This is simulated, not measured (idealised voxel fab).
process module | voxel gate over fins
cross-section cut | 250 nm wide | cells 5 nm
A cross-section is a grid of square cells, given in bands from the top down. A band is one or more rows of cells.
Each band's line starts with the height of the band's top and of its bottom, in nm. Then come its materials from left to right, each with its width in nm. One material with "throughout" fills the band from edge to edge. "air" is empty space.
Height 0 is the level under which the wafer as received is all one material. The lowest band goes on downwards, as in "0 down".
A width such as "30 to 40" changes by the same amount from each row of cells to the next, from the band's top row to its bottom row.
"no change" after a step means that no cell of the cross-section changed.
closed voids: empty space of 8 cells or more with no open way to the top, each as width x height at its distance from the left edge, in nm
after a step's settings: what the simulator itself notes on the step
overlay nm, on a step with a mask: how far to the right of its planned place the mask lay; to the left if negative
plan
1 op RECEIVE | material Si
2 op CONFORMAL_DEP | material SiN | thk nm 10
3 op DIRECTIONAL_DEP | material aC | thk nm 15
4 op PATTERN | tone cover | mask id FINS | material resist | width nm 15 | pitch nm 35 | thk nm 30 | overlay nm -15
5 op DIRECTIONAL_ETCH | etch materials aC | depth nm 15
6 op STRIP | etch materials resist
7 op DIRECTIONAL_ETCH | etch materials SiN | depth nm 10
8 op DIRECTIONAL_ETCH | etch materials Si | depth nm 40
9 op STRIP | etch materials aC
10 op FILL_DEP | material SiO2 | thk nm 15
11 op CMP | height nm 10
12 op SELECTIVE_ETCH | etch materials SiO2 | depth nm 25
13 op STRIP | etch materials SiN
14 op CONFORMAL_DEP | material HfO2 | thk nm 5
15 op CONFORMAL_DEP | material TiN | thk nm 5
16 op CONFORMAL_DEP | material TiAl | thk nm 5
17 op CONFORMAL_DEP | material TiN | thk nm 5
18 op FILL_DEP | material W | thk nm 15
19 op CMP | height nm 30
20 op CONFORMAL_DEP | material SiN | thk nm 5
varied across the wafers: overlay nm of step 4. The plan shows the first wafer's value. All wafers start alike
first wafer as received, after step 1
  0 down: Si throughout
  closed voids: none
first wafer at the end, after step 20
  35 to 30: SiN throughout
  30 to 20: W throughout
  20 to 15: W 65 | TiN 90 | W 95
  15 to 10: W 65 | TiN 5 | TiAl 80 | TiN 5 | W 95
  10 to 5: W 65 | TiN 5 | TiAl 5 | TiN 70 | TiAl 5 | TiN 5 | W 95
  5 to 0: TiN 70 | TiAl 5 | TiN 5 | HfO2 25 | TiN 10 | HfO2 25 | TiN 5 | TiAl 5 | TiN 100
  0 to -5: TiAl 75 | TiN 5 | HfO2 5 | Si 15 | HfO2 5 | TiN 10 | HfO2 5 | Si 15 | HfO2 5 | TiN 5 | TiAl 105
  -5 to -10: TiN 80 | HfO2 5 | Si 15 | HfO2 5 | TiN 10 | HfO2 5 | Si 15 | HfO2 5 | TiN 110
  -10 to -15: HfO2 85 | Si 15 | HfO2 20 | Si 15 | HfO2 115
  -15 to -40: SiO2 85 | Si 15 | SiO2 20 | Si 15 | SiO2 115
  -40 down: Si throughout
  closed voids: none
last wafer at the end
  35 to 30: SiN throughout
  30 to 20: W throughout
  20 to 15: W 95 | TiN 90 | W 65
  15 to 10: W 95 | TiN 5 | TiAl 80 | TiN 5 | W 65
  10 to 5: W 95 | TiN 5 | TiAl 5 | TiN 70 | TiAl 5 | TiN 5 | W 65
  5 to 0: TiN 100 | TiAl 5 | TiN 5 | HfO2 25 | TiN 10 | HfO2 25 | TiN 5 | TiAl 5 | TiN 70
  0 to -5: TiAl 105 | TiN 5 | HfO2 5 | Si 15 | HfO2 5 | TiN 10 | HfO2 5 | Si 15 | HfO2 5 | TiN 5 | TiAl 75
  -5 to -10: TiN 110 | HfO2 5 | Si 15 | HfO2 5 | TiN 10 | HfO2 5 | Si 15 | HfO2 5 | TiN 80
  -10 to -15: HfO2 115 | Si 15 | HfO2 20 | Si 15 | HfO2 85
  -15 to -40: SiO2 115 | Si 15 | SiO2 20 | Si 15 | SiO2 85
  -40 down: Si throughout
  closed voids: none
each wafer at the end: cells of each material gained (+) or lost (-) since it was received, then its closed voids
overlay nm -15 | +62 HfO2 | -352 Si | +50 SiN | +220 SiO2 | +56 TiAl | +118 TiN | +196 W | closed voids: none
overlay nm -10 | +62 HfO2 | -352 Si | +50 SiN | +220 SiO2 | +56 TiAl | +118 TiN | +196 W | closed voids: none
overlay nm -5 | +62 HfO2 | -352 Si | +50 SiN | +220 SiO2 | +56 TiAl | +118 TiN | +196 W | closed voids: none
overlay nm 0 | +62 HfO2 | -352 Si | +50 SiN | +220 SiO2 | +56 TiAl | +118 TiN | +196 W | closed voids: none
overlay nm 5 | +62 HfO2 | -352 Si | +50 SiN | +220 SiO2 | +56 TiAl | +118 TiN | +196 W | closed voids: none
overlay nm 10 | +62 HfO2 | -352 Si | +50 SiN | +220 SiO2 | +56 TiAl | +118 TiN | +196 W | closed voids: none
overlay nm 15 | +62 HfO2 | -352 Si | +50 SiN | +220 SiO2 | +56 TiAl | +118 TiN | +196 W | closed voids: none
